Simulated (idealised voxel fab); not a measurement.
process module | voxel self aligned vias
cross-section cut | 155 nm wide | cells 5 nm
A cross-section is a grid of square cells, given in bands from the top down. A band is one or more rows of cells.
Each band's line starts with the height of the band's top and of its bottom, in nm. Then come its materials from left to right, each with its width in nm. One material with "throughout" fills the band from edge to edge. "air" is empty space.
Height 0 is the level under which the wafer as received is all one material. The lowest band goes on downwards, as in "0 down".
A width such as "30 to 40" changes by the same amount from each row of cells to the next, from the band's top row to its bottom row.
"no change" after a step means that no cell of the cross-section changed.
closed voids: empty space of 8 cells or more with no open way to the top, each as width x height at its distance from the left edge, in nm
after a step's settings: what the simulator itself notes on the step
overlay nm, on a step with a mask: how far to the right of its planned place the mask lay; to the left if negative
plan
1 op RECEIVE | material Si
2 op CONFORMAL_DEP | material SiO2 | thk nm 10
3 op CONFORMAL_DEP | material SiCN | thk nm 5
4 op DIRECTIONAL_DEP | material lowk | thk nm 25
5 op MASKED_ETCH | tone open | mask id LINES | width nm 20 | pitch nm 45 | etch materials lowk | depth nm 25 | overlay nm 0
6 op CONFORMAL_DEP | material TiN | thk nm 5
7 op FILL_DEP | material W | thk nm 5
8 op CMP | height nm 40
9 op SELECTIVE_ETCH | etch materials W Ru TiN | depth nm 5
10 op FILL_DEP | material SiN | thk nm 10
11 op CMP | height nm 40
12 op DIRECTIONAL_DEP | material lowk | thk nm 20
13 op PATTERN | tone open | mask id VIAS | material resist | width nm 30 | pitch nm 45 | thk nm 15 | overlay nm 0
14 op DIRECTIONAL_ETCH | etch materials lowk | depth nm 20
15 op DIRECTIONAL_ETCH | etch materials SiN | depth nm 5
16 op STRIP | etch materials resist
17 op CONFORMAL_DEP | material TiN | thk nm 5
18 op FILL_DEP | material W | thk nm 10
19 op CMP | height nm 60
20 op CONFORMAL_DEP | material SiN | thk nm 5
first wafer, as planned
as received, after step 1
  0 down: Si throughout
  closed voids: none
after step 2
  10 to 0: SiO2 throughout
  below 0: unchanged
after step 3
  15 to 10: SiCN throughout
  below 10: unchanged
after step 4
  40 to 15: lowk throughout
  below 15: unchanged
after step 5
  40 to 15: lowk 20 | air 20 | lowk 25 | air 20 | lowk 25 | air 20 | lowk 25
  below 15: unchanged
after step 6
  45 to 40: TiN 25 | air 10 | TiN 35 | air 10 | TiN 35 | air 10 | TiN 30
  40 to 20: lowk 20 | TiN 5 | air 10 | TiN 5 | lowk 25 | TiN 5 | air 10 | TiN 5 | lowk 25 | TiN 5 | air 10 | TiN 5 | lowk 25
  20 to 15: lowk 20 | TiN 20 | lowk 25 | TiN 20 | lowk 25 | TiN 20 | lowk 25
  below 15: unchanged
after step 7
  50 to 45: W throughout
  45 to 40: TiN 25 | W 10 | TiN 35 | W 10 | TiN 35 | W 10 | TiN 30
  40 to 20: lowk 20 | TiN 5 | W 10 | TiN 5 | lowk 25 | TiN 5 | W 10 | TiN 5 | lowk 25 | TiN 5 | W 10 | TiN 5 | lowk 25
  below 20: unchanged
after step 8
  40 to 20: lowk 20 | TiN 5 | W 10 | TiN 5 | lowk 25 | TiN 5 | W 10 | TiN 5 | lowk 25 | TiN 5 | W 10 | TiN 5 | lowk 25
  below 20: unchanged
after step 9
  40 to 35: lowk 20 | air 20 | lowk 25 | air 20 | lowk 25 | air 20 | lowk 25
  below 35: unchanged
after step 10
  50 to 40: SiN throughout
  40 to 35: lowk 20 | SiN 20 | lowk 25 | SiN 20 | lowk 25 | SiN 20 | lowk 25
  below 35: unchanged
after step 11
  40 to 35: lowk 20 | SiN 20 | lowk 25 | SiN 20 | lowk 25 | SiN 20 | lowk 25
  below 35: unchanged
after step 12
  60 to 40: lowk throughout
  below 40: unchanged
after step 13
  75 to 60: resist 15 | air 30 | resist 15 | air 30 | resist 15 | air 30 | resist 20
  below 60: unchanged
after step 14
  75 to 60: resist 15 | air 30 | resist 15 | air 30 | resist 15 | air 30 | resist 20
  60 to 40: lowk 15 | air 30 | lowk 15 | air 30 | lowk 15 | air 30 | lowk 20
  below 40: unchanged
after step 15
  75 to 60: resist 15 | air 30 | resist 15 | air 30 | resist 15 | air 30 | resist 20
  60 to 40: lowk 15 | air 30 | lowk 15 | air 30 | lowk 15 | air 30 | lowk 20
  40 to 35: lowk 20 | air 20 | lowk 25 | air 20 | lowk 25 | air 20 | lowk 25
  below 35: unchanged
after step 16
  60 to 40: lowk 15 | air 30 | lowk 15 | air 30 | lowk 15 | air 30 | lowk 20
  below 40: unchanged
after step 17
  65 to 60: TiN 20 | air 20 | TiN 25 | air 20 | TiN 25 | air 20 | TiN 25
  60 to 45: lowk 15 | TiN 5 | air 20 | TiN 5 | lowk 15 | TiN 5 | air 20 | TiN 5 | lowk 15 | TiN 5 | air 20 | TiN 5 | lowk 20
  45 to 40: lowk 15 | TiN 10 | air 10 | TiN 10 | lowk 15 | TiN 10 | air 10 | TiN 10 | lowk 15 | TiN 10 | air 10 | TiN 10 | lowk 20
  40 to 35: lowk 20 | TiN 20 | lowk 25 | TiN 20 | lowk 25 | TiN 20 | lowk 25
  below 35: unchanged
after step 18
  75 to 65: W throughout
  65 to 60: TiN 20 | W 20 | TiN 25 | W 20 | TiN 25 | W 20 | TiN 25
  60 to 45: lowk 15 | TiN 5 | W 20 | TiN 5 | lowk 15 | TiN 5 | W 20 | TiN 5 | lowk 15 | TiN 5 | W 20 | TiN 5 | lowk 20
  45 to 40: lowk 15 | TiN 10 | W 10 | TiN 10 | lowk 15 | TiN 10 | W 10 | TiN 10 | lowk 15 | TiN 10 | W 10 | TiN 10 | lowk 20
  below 40: unchanged
after step 19
  60 to 45: lowk 15 | TiN 5 | W 20 | TiN 5 | lowk 15 | TiN 5 | W 20 | TiN 5 | lowk 15 | TiN 5 | W 20 | TiN 5 | lowk 20
  below 45: unchanged
after step 20
  65 to 60: SiN throughout
  below 60: unchanged
second wafer: like start, like plan, one mistake. Through step 2 it matches the first wafer
when step 3 should have ended
  35 to 10: lowk throughout
  below 10: unchanged
when step 4 should have ended
  40 to 35: SiCN throughout
  below 35: unchanged
when step 5 should have ended: no change
when step 6 should have ended
  45 to 40: TiN throughout
  below 40: unchanged
when step 7 should have ended
  50 to 45: W throughout
  below 45: unchanged
when step 8 should have ended
  40 to 35: SiCN throughout
  below 35: unchanged
when step 9 should have ended: no change
when step 10 should have ended
  50 to 40: SiN throughout
  below 40: unchanged
when step 11 should have ended
  40 to 35: SiCN throughout
  below 35: unchanged
when step 12 should have ended
  60 to 40: lowk throughout
  below 40: unchanged
when step 13 should have ended
  75 to 60: resist 15 | air 30 | resist 15 | air 30 | resist 15 | air 30 | resist 20
  below 60: unchanged
when step 14 should have ended
  75 to 60: resist 15 | air 30 | resist 15 | air 30 | resist 15 | air 30 | resist 20
  60 to 40: lowk 15 | air 30 | lowk 15 | air 30 | lowk 15 | air 30 | lowk 20
  below 40: unchanged
when step 15 should have ended: no change
when step 16 should have ended
  60 to 40: lowk 15 | air 30 | lowk 15 | air 30 | lowk 15 | air 30 | lowk 20
  below 40: unchanged
when step 17 should have ended
  65 to 60: TiN 20 | air 20 | TiN 25 | air 20 | TiN 25 | air 20 | TiN 25
  60 to 45: lowk 15 | TiN 5 | air 20 | TiN 5 | lowk 15 | TiN 5 | air 20 | TiN 5 | lowk 15 | TiN 5 | air 20 | TiN 5 | lowk 20
  45 to 40: lowk 15 | TiN 30 | lowk 15 | TiN 30 | lowk 15 | TiN 30 | lowk 20
  below 40: unchanged
when step 18 should have ended
  75 to 65: W throughout
  65 to 60: TiN 20 | W 20 | TiN 25 | W 20 | TiN 25 | W 20 | TiN 25
  60 to 45: lowk 15 | TiN 5 | W 20 | TiN 5 | lowk 15 | TiN 5 | W 20 | TiN 5 | lowk 15 | TiN 5 | W 20 | TiN 5 | lowk 20
  below 45: unchanged
when step 19 should have ended
  60 to 45: lowk 15 | TiN 5 | W 20 | TiN 5 | lowk 15 | TiN 5 | W 20 | TiN 5 | lowk 15 | TiN 5 | W 20 | TiN 5 | lowk 20
  below 45: unchanged
when step 20 should have ended
  65 to 60: SiN throughout
  below 60: unchanged
what went wrong: steps 3 and 4 were swapped
at the end the second wafer has, in cells: 36 fewer of TiN | 24 fewer of W | 60 more of lowk
